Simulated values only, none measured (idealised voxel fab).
Name of the process module below: voxel self aligned vias
It is cross-section cut that appears here, measuring 275 nm in width, its square cells being 5 nm in size.
For the purposes of this document, a cross-section shall be understood as a grid of square cells, specified as bands listed in top-to-bottom order, each band consisting of one or more rows of cells. Band: top and bottom heights (nm) first, top before bottom; then materials from left to right, widths in nm. "edge to edge" marks a sole material filling the band edge to edge. "air" denotes empty space. Heights from 0 (as-received wafer is one material below). Bottom band endless downward, as "z 0 and below". A two-number width, for instance "30 to 40", indicates that the width is equal to the first number in the top row of the band and to the second number in the bottom row, and that it changes by a constant amount per row of cells. For the purposes of this document, the phrase "nothing changed" attached to a step denotes that no cell within the cross-section was modified by that step. Any empty space of 8 cells or more lacking an open way to the top shows up in "Trapped void list" as width x height at distance, distance from the left edge, in nm. Where a step's line continues beyond its settings, the continuation is a remark by the simulator itself on that step. Regarding "overlay nm": on a step with a mask, it is the distance the mask lay to the right of its planned place; a negative value places it to the left.
## Process steps - plan
1: RECEIVE [material Si]
2: CONFORMAL_DEP [material SiO2] [thk nm 15]
3: CONFORMAL_DEP [material SiCN] [thk nm 5]
4: DIRECTIONAL_DEP [material SiO2] [thk nm 20]
5: MASKED_ETCH [tone open] [mask id LINES] [width nm 30] [pitch nm 55] [etch materials SiO2] [depth nm 20] [overlay nm 0]
6: CONFORMAL_DEP [material TiN] [thk nm 5]
7: FILL_DEP [material Ru] [thk nm 10]
8: CMP [height nm 40]
9: SELECTIVE_ETCH [etch materials W Ru TiN] [depth nm 10]
10: FILL_DEP [material SiN] [thk nm 10]
11: CMP [height nm 40]
12: DIRECTIONAL_DEP [material SiO2] [thk nm 20]
13: PATTERN [tone open] [mask id VIAS] [material resist] [width nm 40] [pitch nm 110] [thk nm 20] [overlay nm 0]
14: DIRECTIONAL_ETCH [etch materials SiO2] [depth nm 20]
15: DIRECTIONAL_ETCH [etch materials SiN] [depth nm 10]
16: STRIP [etch materials resist]
17: CONFORMAL_DEP [material TiN] [thk nm 5]
18: FILL_DEP [material W] [thk nm 5]
19: CMP [height nm 60]
20: CONFORMAL_DEP [material SiCN] [thk nm 5]
## So this is the incoming wafer in cross-section - it's already been through step 1
	z 0 and below: Si edge to edge
	Trapped void list: none
## This is how the wafer looks in cross-section once the module is done, given the starting state and plan above and one mistake in carrying the plan out
	z 65 to 60: SiCN edge to edge
	z 60 to 45: SiO2 60 / TiN 5 / W 30 / TiN 5 / SiO2 70 / TiN 5 / W 30 / TiN 5 / SiO2 65
	z 45 to 40: SiO2 60 / TiN 40 / SiO2 70 / TiN 40 / SiO2 65
	z 40 to 35: SiCN edge to edge
	z 35 to 0: SiO2 edge to edge
	z 0 and below: Si edge to edge
	Trapped void list: none
Nonconformance to the process plan: note: step 3 <-> step 4, run order reversed vs plan
